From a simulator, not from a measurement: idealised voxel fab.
Process module in this document: voxel wiring stack
Cross-section cut spans 300 nm and uses square cells 5 nm in size.
Cross-section spec: square-cell grid; bands listed top down; each band is one or more rows. Band entry format. Leading values: height of top, height of bottom, nm. Remainder: materials in left-to-right order, each with its width in nm. Special words: "full width" on a single material, which then fills the band edge to edge; "blank", empty space. Counting heights begins at 0, where everything beneath is, in the wafer as received, one material. The lowest band has no bottom; it goes on downwards, as "0 nm and below" shows. Width: "30..40" (first number = top row, second number = bottom row, same change from row to row of cells). Reading "identical to before" for a step: not a cell of the cross-section changed in it. You'll see "Enclosed void entries" listing empty spaces that have no way open to the top, as long as they're 8 cells or more; the notation is width x height at distance, where the distance is from the left edge, and all of it is in nm. That trailing text on a step's line, after the settings, is the simulator's own remark on the step. For masked steps, "overlay nm" on the step line gives how far right of plan the mask actually lay; a minus sign means it lay to the left.
Process steps foreseen in the plan
1,RECEIVE with material Si
2,CONFORMAL_DEP with material SiO2, thk nm 15
3,DIRECTIONAL_DEP with material TiN, thk nm 5
4,DIRECTIONAL_DEP with material Ru, thk nm 25
5,PATTERN with tone cover, mask id METAL_1, material resist, width nm 30, pitch nm 45, thk nm 20, overlay nm 0
6,DIRECTIONAL_ETCH with etch materials Ru, depth nm 25
7,DIRECTIONAL_ETCH with etch materials TiN, depth nm 5
8,STRIP with etch materials resist
9,CONFORMAL_DEP with material SiN, thk nm 5
10,FILL_DEP with material lowk, thk nm 10
11,CMP with height nm 45
12,CONFORMAL_DEP with material SiCN, thk nm 5
13,DIRECTIONAL_DEP with material lowk, thk nm 30
14,MASKED_ETCH with tone open, mask id METAL_2_HOLES, width nm 15, pitch nm 45, etch materials lowk, depth nm 30, overlay nm 0
15,MASKED_ETCH with tone open, mask id METAL_2, width nm 30, pitch nm 45, etch materials lowk, depth nm 15, overlay nm 0
16,MASKED_ETCH with tone open, mask id METAL_2, width nm 30, pitch nm 45, etch materials SiCN, depth nm 5, overlay nm 0
17,CONFORMAL_DEP with material TiN, thk nm 5
18,FILL_DEP with material Cu, thk nm 10
19,CMP with height nm 80
20,CONFORMAL_DEP with material SiCN, thk nm 5
21,DIRECTIONAL_DEP with material SiO2, thk nm 30
22,PATTERN with tone open, mask id METAL_3, material resist, width nm 30, pitch nm 45, thk nm 20, overlay nm 0
23,DIRECTIONAL_ETCH with etch materials SiO2, depth nm 15
24,STRIP with etch materials resist
25,MASKED_ETCH with tone open, mask id METAL_3_HOLES, width nm 15, pitch nm 45, etch materials SiO2, depth nm 15, overlay nm 0
26,MASKED_ETCH with tone open, mask id METAL_3_HOLES, width nm 15, pitch nm 45, etch materials SiCN, depth nm 5, overlay nm 0
27,CONFORMAL_DEP with material TiN, thk nm 5
28,FILL_DEP with material Cu, thk nm 10
29,CMP with height nm 115
30,CONFORMAL_DEP with material SiN, thk nm 5
Wafer at receipt (post step 1), cross-section
* 0 nm and below | Si full width
* Enclosed void entries: none
Cross-sectional image of the first of two wafers at the end of the module, the run having proceeded as planned
* 120 nm to 115 nm | SiN full width
* 115 nm to 105 nm | 65 nm SiO2 / 5 nm TiN / 20 nm Cu / 5 nm TiN / 15 nm SiO2 / 5 nm TiN / 20 nm Cu / 5 nm TiN / 15 nm SiO2 / 5 nm TiN / 20 nm Cu / 5 nm TiN / 15 nm SiO2 / 5 nm TiN / 20 nm Cu / 5 nm TiN / 70 nm SiO2
* 105 nm to 100 nm | 65 nm SiO2 / 5 nm TiN / 5 nm Cu / 20 nm TiN / 15 nm SiO2 / 5 nm TiN / 5 nm Cu / 20 nm TiN / 15 nm SiO2 / 5 nm TiN / 5 nm Cu / 20 nm TiN / 15 nm SiO2 / 5 nm TiN / 5 nm Cu / 20 nm TiN / 70 nm SiO2
* 100 nm to 85 nm | 65 nm SiO2 / 5 nm TiN / 5 nm Cu / 5 nm TiN / 30 nm SiO2 / 5 nm TiN / 5 nm Cu / 5 nm TiN / 30 nm SiO2 / 5 nm TiN / 5 nm Cu / 5 nm TiN / 30 nm SiO2 / 5 nm TiN / 5 nm Cu / 5 nm TiN / 85 nm SiO2
* 85 nm to 80 nm | 65 nm SiCN / 15 nm TiN / 30 nm SiCN / 15 nm TiN / 30 nm SiCN / 15 nm TiN / 30 nm SiCN / 15 nm TiN / 85 nm SiCN
* 80 nm to 70 nm | 65 nm lowk / 5 nm TiN / 20 nm Cu / 5 nm TiN / 15 nm lowk / 5 nm TiN / 20 nm Cu / 5 nm TiN / 15 nm lowk / 5 nm TiN / 20 nm Cu / 5 nm TiN / 15 nm lowk / 5 nm TiN / 20 nm Cu / 5 nm TiN / 70 nm lowk
* 70 nm to 65 nm | 65 nm lowk / 5 nm TiN / 5 nm Cu / 20 nm TiN / 15 nm lowk / 5 nm TiN / 5 nm Cu / 20 nm TiN / 15 nm lowk / 5 nm TiN / 5 nm Cu / 20 nm TiN / 15 nm lowk / 5 nm TiN / 5 nm Cu / 20 nm TiN / 70 nm lowk
* 65 nm to 50 nm | 65 nm lowk / 5 nm TiN / 5 nm Cu / 5 nm TiN / 30 nm lowk / 5 nm TiN / 5 nm Cu / 5 nm TiN / 30 nm lowk / 5 nm TiN / 5 nm Cu / 5 nm TiN / 30 nm lowk / 5 nm TiN / 5 nm Cu / 5 nm TiN / 85 nm lowk
* 50 nm to 45 nm | 65 nm SiCN / 15 nm TiN / 30 nm SiCN / 15 nm TiN / 30 nm SiCN / 15 nm TiN / 30 nm SiCN / 15 nm TiN / 85 nm SiCN
* 45 nm to 20 nm | 60 nm lowk / 5 nm SiN / 30 nm Ru / 5 nm SiN / 5 nm lowk / 5 nm SiN / 30 nm Ru / 5 nm SiN / 5 nm lowk / 5 nm SiN / 30 nm Ru / 5 nm SiN / 5 nm lowk / 5 nm SiN / 30 nm Ru / 5 nm SiN / 65 nm lowk
* 20 nm to 15 nm | 65 nm SiN / 30 nm TiN / 15 nm SiN / 30 nm TiN / 15 nm SiN / 30 nm TiN / 15 nm SiN / 30 nm TiN / 70 nm SiN
* 15 nm to 0 nm | SiO2 full width
* 0 nm and below | Si full width
* Enclosed void entries: none
Cross-section at end of module for the second wafer of two, which matched the first in starting point and plan and differed by one mistake in its processing
* 120 nm to 115 nm | SiN full width
* 115 nm to 105 nm | 65 nm SiO2 / 5 nm TiN / 20 nm Cu / 5 nm TiN / 15 nm SiO2 / 5 nm TiN / 20 nm Cu / 5 nm TiN / 15 nm SiO2 / 5 nm TiN / 20 nm Cu / 5 nm TiN / 15 nm SiO2 / 5 nm TiN / 20 nm Cu / 5 nm TiN / 70 nm SiO2
* 105 nm to 100 nm | 65 nm SiO2 / 5 nm TiN / 5 nm Cu / 20 nm TiN / 15 nm SiO2 / 5 nm TiN / 5 nm Cu / 20 nm TiN / 15 nm SiO2 / 5 nm TiN / 5 nm Cu / 20 nm TiN / 15 nm SiO2 / 5 nm TiN / 5 nm Cu / 20 nm TiN / 70 nm SiO2
* 100 nm to 85 nm | 65 nm SiO2 / 5 nm TiN / 5 nm Cu / 5 nm TiN / 30 nm SiO2 / 5 nm TiN / 5 nm Cu / 5 nm TiN / 30 nm SiO2 / 5 nm TiN / 5 nm Cu / 5 nm TiN / 30 nm SiO2 / 5 nm TiN / 5 nm Cu / 5 nm TiN / 85 nm SiO2
* 85 nm to 80 nm | 65 nm SiCN / 15 nm TiN / 30 nm SiCN / 15 nm TiN / 30 nm SiCN / 15 nm TiN / 30 nm SiCN / 15 nm TiN / 85 nm SiCN
* 80 nm to 70 nm | 55 nm lowk / 5 nm TiN / 20 nm Cu / 5 nm TiN / 15 nm lowk / 5 nm TiN / 20 nm Cu / 5 nm TiN / 15 nm lowk / 5 nm TiN / 20 nm Cu / 5 nm TiN / 15 nm lowk / 5 nm TiN / 20 nm Cu / 5 nm TiN / 80 nm lowk
* 70 nm to 65 nm | 55 nm lowk / 15 nm TiN / 5 nm Cu / 10 nm TiN / 15 nm lowk / 15 nm TiN / 5 nm Cu / 10 nm TiN / 15 nm lowk / 15 nm TiN / 5 nm Cu / 10 nm TiN / 15 nm lowk / 15 nm TiN / 5 nm Cu / 10 nm TiN / 80 nm lowk
* 65 nm to 50 nm | 65 nm lowk / 5 nm TiN / 5 nm Cu / 5 nm TiN / 30 nm lowk / 5 nm TiN / 5 nm Cu / 5 nm TiN / 30 nm lowk / 5 nm TiN / 5 nm Cu / 5 nm TiN / 30 nm lowk / 5 nm TiN / 5 nm Cu / 5 nm TiN / 85 nm lowk
* 50 nm to 45 nm | 65 nm SiCN / 15 nm TiN / 30 nm SiCN / 15 nm TiN / 30 nm SiCN / 15 nm TiN / 30 nm SiCN / 15 nm TiN / 85 nm SiCN
* 45 nm to 20 nm | 60 nm lowk / 5 nm SiN / 30 nm Ru / 5 nm SiN / 5 nm lowk / 5 nm SiN / 30 nm Ru / 5 nm SiN / 5 nm lowk / 5 nm SiN / 30 nm Ru / 5 nm SiN / 5 nm lowk / 5 nm SiN / 30 nm Ru / 5 nm SiN / 65 nm lowk
* 20 nm to 15 nm | 65 nm SiN / 30 nm TiN / 15 nm SiN / 30 nm TiN / 15 nm SiN / 30 nm TiN / 15 nm SiN / 30 nm TiN / 70 nm SiN
* 15 nm to 0 nm | SiO2 full width
* 0 nm and below | Si full width
* Enclosed void entries: none
What was done differently from what was planned? step 15 changed vs plan, executed as MASKED_ETCH with tone open, mask id METAL_2, width nm 30, pitch nm 45, etch materials lowk, depth nm 15, overlay nm -10
Same inventory, different map: at the end, the second wafer holds as many cells of each material as the first, placed elsewhere.
